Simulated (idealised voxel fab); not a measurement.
process module | voxel capacitor over wiring
cross-section cut | 225 nm wide | cells 5 nm
A cross-section is a grid of square cells, given in bands from the top down. A band is one or more rows of cells.
Each band's line starts with the height of the band's top and of its bottom, in nm. Then come its materials from left to right, each with its width in nm. One material with "throughout" fills the band from edge to edge. "air" is empty space.
Height 0 is the level under which the wafer as received is all one material. The lowest band goes on downwards, as in "0 down".
A width such as "30 to 40" changes by the same amount from each row of cells to the next, from the band's top row to its bottom row.
"no change" after a step means that no cell of the cross-section changed.
closed voids: empty space of 8 cells or more with no open way to the top, each as width x height at its distance from the left edge, in nm
after a step's settings: what the simulator itself notes on the step
overlay nm, on a step with a mask: how far to the right of its planned place the mask lay; to the left if negative
plan
1 op RECEIVE | material Si
2 op CONFORMAL_DEP | material SiO2 | thk nm 10
3 op CONFORMAL_DEP | material SiN | thk nm 5
4 op DIRECTIONAL_DEP | material SiO2 | thk nm 20
5 op DIRECTIONAL_DEP | material aC | thk nm 15
6 op PATTERN | tone open | mask id METAL_1 | material resist | width nm 25 | pitch nm 85 | thk nm 35 | overlay nm 0
7 op DIRECTIONAL_ETCH | etch materials aC | depth nm 15
8 op STRIP | etch materials resist
9 op DIRECTIONAL_ETCH | etch materials SiO2 | depth nm 20
10 op DIRECTIONAL_ETCH | etch materials SiN | depth nm 5
11 op STRIP | etch materials aC
12 op CONFORMAL_DEP | material TiN | thk nm 5
13 op FILL_DEP | material Cu | thk nm 10
14 op CMP | height nm 35
15 op CONFORMAL_DEP | material SiCN | thk nm 5
16 op DIRECTIONAL_DEP | material lowk | thk nm 20
17 op MASKED_ETCH | tone open | mask id PLUG_1 | width nm 15 | etch materials lowk | depth nm 20 | overlay nm 0
18 op MASKED_ETCH | tone open | mask id PLUG_1 | width nm 15 | etch materials SiCN | depth nm 5 | overlay nm 0
19 op CONFORMAL_DEP | material TiN | thk nm 5
20 op FILL_DEP | material W | thk nm 5
21 op CMP | height nm 60
22 op DIRECTIONAL_DEP | material TiN | thk nm 10
23 op DIRECTIONAL_DEP | material SiN | thk nm 5
24 op DIRECTIONAL_DEP | material TiN | thk nm 10
25 op PATTERN | tone cover | mask id UPPER_PLATE | material resist | width nm 65 | thk nm 20 | overlay nm 0
26 op DIRECTIONAL_ETCH | etch materials TiN | depth nm 10
27 op DIRECTIONAL_ETCH | etch materials SiN | depth nm 5
28 op STRIP | etch materials resist
29 op MASKED_ETCH | tone cover | mask id LOWER_PLATE | width nm 75 | etch materials TiN | depth nm 10 | overlay nm 0
30 op FILL_DEP | material SiO2 | thk nm 15
31 op CMP | height nm 95
32 op DIRECTIONAL_DEP | material aC | thk nm 10
33 op PATTERN | tone open | mask id PLUG_2 | material resist | width nm 15 | thk nm 25 | overlay nm 0
34 op DIRECTIONAL_ETCH | etch materials aC | depth nm 10
35 op STRIP | etch materials resist
36 op DIRECTIONAL_ETCH | etch materials SiO2 | depth nm 10
37 op STRIP | etch materials aC
38 op CONFORMAL_DEP | material TiN | thk nm 5
39 op FILL_DEP | material Cu | thk nm 10
40 op CMP | height nm 95
41 op CONFORMAL_DEP | material SiCN | thk nm 5
as received, after step 1
  0 down: Si throughout
  closed voids: none
a wafer at the end: this start, this plan, one mistake
  100 to 95: SiCN throughout
  95 to 90: SiO2 75 | TiN 5 | Cu 5 | TiN 5 | SiO2 135
  90 to 85: SiO2 75 | TiN 15 | SiO2 135
  85 to 75: SiO2 65 | TiN 65 | SiO2 95
  75 to 70: SiO2 65 | SiN 65 | SiO2 95
  70 to 60: SiO2 60 | TiN 75 | SiO2 90
  60 to 40: lowk 65 | TiN 5 | W 5 | TiN 5 | lowk 145
  40 to 35: SiCN 65 | TiN 15 | SiCN 145
  35 to 15: SiO2 50 | TiN 5 | Cu 25 | TiN 5 | SiO2 50 | TiN 5 | Cu 25 | TiN 5 | SiO2 55
  15 to 10: SiN 50 | TiN 35 | SiN 50 | TiN 35 | SiN 55
  10 to 0: SiO2 throughout
  0 down: Si throughout
  closed voids: none
what went wrong: step 6 ran as: op PATTERN | tone open | mask id METAL_1 | material resist | width nm 35 | pitch nm 85 | thk nm 35 | overlay nm 0
